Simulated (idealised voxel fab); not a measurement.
process module | voxel lift off
cross-section cut | 195 nm wide | cells 5 nm
A cross-section is a grid of square cells, given in bands from the top down. A band is one or more rows of cells.
Each band's line starts with the height of the band's top and of its bottom, in nm. Then come its materials from left to right, each with its width in nm. One material with "throughout" fills the band from edge to edge. "air" is empty space.
Height 0 is the level under which the wafer as received is all one material. The lowest band goes on downwards, as in "0 down".
A width such as "30 to 40" changes by the same amount from each row of cells to the next, from the band's top row to its bottom row.
"no change" after a step means that no cell of the cross-section changed.
closed voids: empty space of 8 cells or more with no open way to the top, each as width x height at its distance from the left edge, in nm
after a step's settings: what the simulator itself notes on the step
overlay nm, on a step with a mask: how far to the right of its planned place the mask lay; to the left if negative
plan
1 op RECEIVE | material Si
2 op CONFORMAL_DEP | material SiN | thk nm 10
3 op PATTERN | tone open | mask id LINES | material resist | width nm 15 | pitch nm 45 | thk nm 20 | overlay nm 0
4 op DIRECTIONAL_DEP | material Ru | thk nm 5
5 op STRIP | etch materials resist
6 op CONFORMAL_DEP | material SiCN | thk nm 5
first wafer, as planned
as received, after step 1
  0 down: Si throughout
  closed voids: none
after step 2
  10 to 0: SiN throughout
  below 0: unchanged
after step 3
  30 to 10: resist 20 | air 15 | resist 30 | air 15 | resist 30 | air 15 | resist 30 | air 15 | resist 25
  below 10: unchanged
after step 4
  35 to 30: Ru 20 | air 15 | Ru 30 | air 15 | Ru 30 | air 15 | Ru 30 | air 15 | Ru 25
  30 to 15: resist 20 | air 15 | resist 30 | air 15 | resist 30 | air 15 | resist 30 | air 15 | resist 25
  15 to 10: resist 20 | Ru 15 | resist 30 | Ru 15 | resist 30 | Ru 15 | resist 30 | Ru 15 | resist 25
  below 10: unchanged
after step 5
  15 to 10: air 20 | Ru 15 | air 30 | Ru 15 | air 30 | Ru 15 | air 30 | Ru 15 | air 25
  below 10: unchanged
after step 6
  20 to 15: air 15 | SiCN 25 | air 20 | SiCN 25 | air 20 | SiCN 25 | air 20 | SiCN 25 | air 20
  15 to 10: SiCN 20 | Ru 15 | SiCN 30 | Ru 15 | SiCN 30 | Ru 15 | SiCN 30 | Ru 15 | SiCN 25
  below 10: unchanged
second wafer: like start, like plan, one mistake. Through step 2 it matches the first wafer
when step 3 should have ended
  30 to 10: air 20 | resist 15 | air 30 | resist 15 | air 30 | resist 15 | air 30 | resist 15 | air 25
  below 10: unchanged
when step 4 should have ended
  35 to 30: air 20 | Ru 15 | air 30 | Ru 15 | air 30 | Ru 15 | air 30 | Ru 15 | air 25
  30 to 15: air 20 | resist 15 | air 30 | resist 15 | air 30 | resist 15 | air 30 | resist 15 | air 25
  15 to 10: Ru 20 | resist 15 | Ru 30 | resist 15 | Ru 30 | resist 15 | Ru 30 | resist 15 | Ru 25
  below 10: unchanged
when step 5 should have ended
  15 to 10: Ru 20 | air 15 | Ru 30 | air 15 | Ru 30 | air 15 | Ru 30 | air 15 | Ru 25
  below 10: unchanged
when step 6 should have ended
  20 to 15: SiCN 25 | air 5 | SiCN 40 | air 5 | SiCN 40 | air 5 | SiCN 40 | air 5 | SiCN 30
  15 to 10: Ru 20 | SiCN 15 | Ru 30 | SiCN 15 | Ru 30 | SiCN 15 | Ru 30 | SiCN 15 | Ru 25
  below 10: unchanged
what went wrong: step 3 ran as: op PATTERN | tone cover | mask id LINES | material resist | width nm 15 | pitch nm 45 | thk nm 20 | overlay nm 0
at the end the second wafer has, in cells: 15 more of Ru
